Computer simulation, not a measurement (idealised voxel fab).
Process module under the name voxel capacitor over wiring
The figure presents cross-section cut, which has a width of 190 nm and is divided into square cells with an edge length of 5 nm.
Cross-section = grid of square cells, listed top down in bands; band = one or more rows. This entry defines a band. It first specifies the height of the band's top and the height of its bottom in nm, and then specifies the band's materials from left to right, stating each material with its width in nm. The word "everywhere" identifies a single material that fills the band from edge to edge, while the word "empty" identifies empty space. Below 0: as-received wafer, all one material; heights counted from there. Lowest band: no bottom, goes on down, written "top 0, no bottom". The width entry "30->40" should be interpreted row by row: the top row of cells in the band takes the first number, the bottom row takes the second number, and the change between adjacent rows is uniform throughout. The designation "nothing changed", where it is given for a processing step, indicates that no cell of the cross-section was altered in the course of that step. "Closed void entries" contains a list of empty spaces, each no smaller than 8 cells and without an open way to the top, written in the form width x height at distance with the distance from the left edge and all three in nm. Post-settings text on a step line: simulator's own remark regarding the step. The line of a step may include "overlay nm". On a step with a mask, this value is how far to the right of its planned place the mask lay. A negative value means the mask lay to the left.

Planned step list for the process
1) RECEIVE, material Si
2) CONFORMAL_DEP, material SiO2, thk nm 15
3) DIRECTIONAL_DEP, material TiN, thk nm 5
4) DIRECTIONAL_DEP, material Ru, thk nm 20
5) DIRECTIONAL_DEP, material aC, thk nm 10
6) PATTERN, tone cover, mask id METAL_1, material resist, width nm 15, pitch nm 70, thk nm 25, overlay nm 0
7) DIRECTIONAL_ETCH, etch materials aC, depth nm 10
8) STRIP, etch materials resist
9) DIRECTIONAL_ETCH, etch materials Ru, depth nm 20
10) DIRECTIONAL_ETCH, etch materials TiN, depth nm 5
11) STRIP, etch materials aC
12) CONFORMAL_DEP, material SiN, thk nm 5
13) FILL_DEP, material SiO2, thk nm 10
14) CMP, height nm 40
15) CONFORMAL_DEP, material SiCN, thk nm 5
16) DIRECTIONAL_DEP, material lowk, thk nm 10
17) MASKED_ETCH, tone open, mask id PLUG_1, width nm 15, etch materials lowk, depth nm 10, overlay nm 0
18) MASKED_ETCH, tone open, mask id PLUG_1, width nm 15, etch materials SiCN, depth nm 5, overlay nm 0
19) EPI, material Ru, thk nm 10
20) EPI, material Ru, thk nm 5
21) DIRECTIONAL_DEP, material TiN, thk nm 5
22) DIRECTIONAL_DEP, material HfO2, thk nm 5
23) DIRECTIONAL_DEP, material TiN, thk nm 5
24) DIRECTIONAL_DEP, material aC, thk nm 10
25) PATTERN, tone cover, mask id UPPER_PLATE, material resist, width nm 55, thk nm 30, overlay nm 0
26) DIRECTIONAL_ETCH, etch materials aC, depth nm 10
27) STRIP, etch materials resist
28) DIRECTIONAL_ETCH, etch materials TiN, depth nm 5
29) DIRECTIONAL_ETCH, etch materials HfO2, depth nm 5
30) STRIP, etch materials aC
31) MASKED_ETCH, tone cover, mask id LOWER_PLATE, width nm 65, etch materials TiN, depth nm 5, overlay nm 0
32) FILL_DEP, material SiO2, thk nm 15
33) CMP, height nm 80
34) PATTERN, tone open, mask id PLUG_2, material resist, width nm 15, thk nm 15, overlay nm 0
35) DIRECTIONAL_ETCH, etch materials SiO2, depth nm 10
36) STRIP, etch materials resist
37) CONFORMAL_DEP, material TiN, thk nm 5
38) FILL_DEP, material Cu, thk nm 5
39) CMP, height nm 80
40) CONFORMAL_DEP, material SiN, thk nm 5
Variable across wafers: step 6 width nm (plan value is that of the first wafer; starting state common to all).

Cross-section of the first of several received wafers, showing its state after step 1
* top 0, no bottom: Si everywhere
* Closed void entries: none

After the module's final step, step 40: the first of several wafers in cross-section
* top 85, bottom 80: SiN everywhere
* top 80, bottom 75: SiO2 (65)  TiN (5)  Cu (5)  TiN (5)  SiO2 (110)
* top 75, bottom 65: SiO2 (65->55)  TiN (15->55)  SiO2 (110->80)
* top 65, bottom 60: SiO2 (55)  HfO2 (55)  SiO2 (80)
* top 60, bottom 55: SiO2 (50)  TiN (65)  SiO2 (75)
* top 55, bottom 45: lowk (55)  Ru (15)  lowk (120)
* top 45, bottom 40: SiCN (55)  Ru (15)  SiCN (120)
* top 40, bottom 20: SiO2 (50)  SiN (5)  Ru (15)  SiN (5)  SiO2 (45)  SiN (5)  Ru (15)  SiN (5)  SiO2 (45)
* top 20, bottom 15: SiN (55)  TiN (15)  SiN (55)  TiN (15)  SiN (50)
* top 15, bottom 0: SiO2 everywhere
* top 0, no bottom: Si everywhere
* Closed void entries: none

Cross-section of the last wafer at end of module
* top 85, bottom 80: SiN everywhere
* top 80, bottom 75: SiO2 (65)  TiN (5)  Cu (5)  TiN (5)  SiO2 (110)
* top 75, bottom 65: SiO2 (65->55)  TiN (15->55)  SiO2 (110->80)
* top 65, bottom 60: SiO2 (55)  HfO2 (55)  SiO2 (80)
* top 60, bottom 55: SiO2 (50)  TiN (65)  SiO2 (75)
* top 55, bottom 45: lowk (55)  Ru (15)  lowk (120)
* top 45, bottom 40: SiCN (55)  Ru (15)  SiCN (120)
* top 40, bottom 20: SiO2 (40)  SiN (5)  Ru (35)  SiN (5)  SiO2 (25)  SiN (5)  Ru (35)  SiN (5)  SiO2 (35)
* top 20, bottom 15: SiN (45)  TiN (35)  SiN (35)  TiN (35)  SiN (40)
* top 15, bottom 0: SiO2 everywhere
* top 0, no bottom: Si everywhere
* Closed void entries: none

Here is how to read the rows: every wafer has a row, and it shows the wafer at the end of the module, giving for each material how many cells were gained (+) or lost (-) since the wafer was received, then listing its closed voids
width nm 15 | +1 Cu | +11 HfO2 | +33 Ru | +35 SiCN | +86 SiN | +375 SiO2 | +35 TiN | +70 lowk | Closed void entries: none
width nm 20 | +1 Cu | +11 HfO2 | +41 Ru | +35 SiCN | +84 SiN | +367 SiO2 | +37 TiN | +70 lowk | Closed void entries: none
width nm 25 | +1 Cu | +11 HfO2 | +49 Ru | +35 SiCN | +82 SiN | +359 SiO2 | +39 TiN | +70 lowk | Closed void entries: none
width nm 30 | +1 Cu | +11 HfO2 | +57 Ru | +35 SiCN | +80 SiN | +351 SiO2 | +41 TiN | +70 lowk | Closed void entries: none
width nm 35 | +1 Cu | +11 HfO2 | +65 Ru | +35 SiCN | +78 SiN | +343 SiO2 | +43 TiN | +70 lowk | Closed void entries: none
